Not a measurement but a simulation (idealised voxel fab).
The document below concerns the process module designated voxel gate over fins.
The figure presents cross-section cut, which has a width of 270 nm and is divided into square cells with an edge length of 5 nm.
Just so we're on the same page, the cross-sections are grids of square cells, and they're listed out in bands top to bottom, each band one or more rows deep. Per band: top height and bottom height in nm, followed by the left-to-right materials and their widths in nm; "full width" marks a single material spanning edge to edge, "empty" marks empty space. Measure heights from 0. That's the level where, below it, the as-received wafer is all one material. The lowest band is bottomless and extends downward; write it as in "0 -> down". A width such as "30->40" changes by the same amount from each row of cells to the next, from the band's top row to its bottom row. Where a step carries "stayed the same", the cross-section came out of it unchanged, cell for cell. For the entry "Tabulated closed voids", the listed items are empty spaces with no open way to the top whose size is 8 cells or more; each item follows the pattern width x height at distance, where distance is from the left edge and all three are in nm. It should be noted that, on the line of a given step, the content following the step's settings is a remark produced by the simulator itself with respect to that step. overlay nm, on a step with a mask: how far to the right of its planned place the mask lay; to the left if negative.

### Planned step list for the process
1: RECEIVE | material Si
2: CONFORMAL_DEP | material SiN | thk nm 10
3: DIRECTIONAL_DEP | material aC | thk nm 15
4: PATTERN | tone cover | mask id FINS | material resist | width nm 15 | pitch nm 45 | thk nm 30 | overlay nm -15
5: DIRECTIONAL_ETCH | etch materials aC | depth nm 15
6: STRIP | etch materials resist
7: DIRECTIONAL_ETCH | etch materials SiN | depth nm 10
8: DIRECTIONAL_ETCH | etch materials Si | depth nm 30
9: STRIP | etch materials aC
10: FILL_DEP | material SiO2 | thk nm 10
11: CMP | height nm 10
12: SELECTIVE_ETCH | etch materials SiO2 | depth nm 25
13: STRIP | etch materials SiN
14: CONFORMAL_DEP | material HfO2 | thk nm 5
15: CONFORMAL_DEP | material TiN | thk nm 5
16: FILL_DEP | material W | thk nm 10
17: CMP | height nm 15
18: CONFORMAL_DEP | material SiCN | thk nm 10
Across this set of wafers, the varied parameter is the overlay nm of step 4. Starting conditions are identical for every wafer, and the plan reports the value assigned to the first wafer.

### Incoming state of the first of several wafers in cross-section: after step 1
    0 -> down: Si full width
    Tabulated closed voids: none

### Every row in this table is a wafer at the end of the module, and it gives, for each of the materials, the cells that wafer has gained (+) or lost (-) since it was received, then its closed voids
overlay nm -15; +78 HfO2; -252 Si; +108 SiCN; +126 SiO2; +78 TiN; +132 W; Tabulated closed voids: none
overlay nm -10; +78 HfO2; -252 Si; +108 SiCN; +126 SiO2; +78 TiN; +132 W; Tabulated closed voids: none
overlay nm -5; +78 HfO2; -252 Si; +108 SiCN; +126 SiO2; +78 TiN; +132 W; Tabulated closed voids: none
overlay nm 0; +78 HfO2; -252 Si; +108 SiCN; +126 SiO2; +78 TiN; +132 W; Tabulated closed voids: none
overlay nm 5; +78 HfO2; -252 Si; +108 SiCN; +126 SiO2; +78 TiN; +132 W; Tabulated closed voids: none
overlay nm 10; +78 HfO2; -252 Si; +108 SiCN; +126 SiO2; +78 TiN; +132 W; Tabulated closed voids: none
overlay nm 15; +78 HfO2; -252 Si; +108 SiCN; +126 SiO2; +78 TiN; +132 W; Tabulated closed voids: none
